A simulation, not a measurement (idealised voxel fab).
process module | voxel self aligned contacts
cross-section cut | 170 nm wide | cells 5 nm
A cross-section is a grid of square cells, given in bands from the top down. A band is one or more rows of cells.
Each band's line starts with the height of the band's top and of its bottom, in nm. Then come its materials from left to right, each with its width in nm. One material with "throughout" fills the band from edge to edge. "air" is empty space.
Height 0 is the level under which the wafer as received is all one material. The lowest band goes on downwards, as in "0 down".
A width such as "30 to 40" changes by the same amount from each row of cells to the next, from the band's top row to its bottom row.
"no change" after a step means that no cell of the cross-section changed.
closed voids: empty space of 8 cells or more with no open way to the top, each as width x height at its distance from the left edge, in nm
after a step's settings: what the simulator itself notes on the step
overlay nm, on a step with a mask: how far to the right of its planned place the mask lay; to the left if negative
plan
1 op RECEIVE | material Si
2 op CONFORMAL_DEP | material SiO2 | thk nm 5
3 op DIRECTIONAL_DEP | material polySi | thk nm 30
4 op DIRECTIONAL_DEP | material SiN | thk nm 15
5 op DIRECTIONAL_DEP | material aC | thk nm 10
6 op PATTERN | tone cover | mask id GATE | material resist | width nm 25 | pitch nm 55 | thk nm 30 | overlay nm 0
7 op DIRECTIONAL_ETCH | etch materials aC | depth nm 10
8 op STRIP | etch materials resist
9 op DIRECTIONAL_ETCH | etch materials SiN | depth nm 15
10 op DIRECTIONAL_ETCH | etch materials polySi | depth nm 30
11 op STRIP | etch materials aC
12 op CONFORMAL_DEP | material SiN | thk nm 5
13 op DIRECTIONAL_ETCH | etch materials SiN | depth nm 5
14 op FILL_DEP | material SiO2 | thk nm 20
15 op CMP | height nm 60
16 op MASKED_ETCH | tone open | mask id CONTACT | width nm 40 | pitch nm 55 | etch materials SiO2 | depth nm 60 | overlay nm 0
17 op CONFORMAL_DEP | material TiN | thk nm 5
18 op FILL_DEP | material W | thk nm 10
19 op CMP | height nm 60
20 op CONFORMAL_DEP | material SiCN | thk nm 5
as received, after step 1
  0 down: Si throughout
  closed voids: none
a wafer at the end: this start, this plan, one mistake
  65 to 60: SiCN throughout
  60 to 55: SiO2 35 | TiN 15 | W 10 | TiN 15 | SiO2 15 | TiN 15 | W 10 | TiN 15 | SiO2 40
  55 to 50: SiO2 10 | polySi 35 | TiN 5 | W 10 | TiN 5 | polySi 35 | TiN 5 | W 10 | TiN 5 | polySi 35 | SiO2 15
  50 to 35: SiO2 10 | polySi 5 | SiN 25 | polySi 5 | TiN 5 | W 10 | TiN 5 | polySi 5 | SiN 25 | polySi 5 | TiN 5 | W 10 | TiN 5 | polySi 5 | SiN 25 | polySi 5 | SiO2 15
  35 to 15: SiO2 10 | polySi 35 | TiN 5 | W 10 | TiN 5 | polySi 35 | TiN 5 | W 10 | TiN 5 | polySi 35 | SiO2 15
  15 to 10: SiO2 10 | polySi 35 | TiN 20 | polySi 35 | TiN 20 | polySi 35 | SiO2 15
  10 to 5: polySi throughout
  5 to 0: SiO2 throughout
  0 down: Si throughout
  closed voids: none
what went wrong: step 12 ran as: op CONFORMAL_DEP | material polySi | thk nm 5
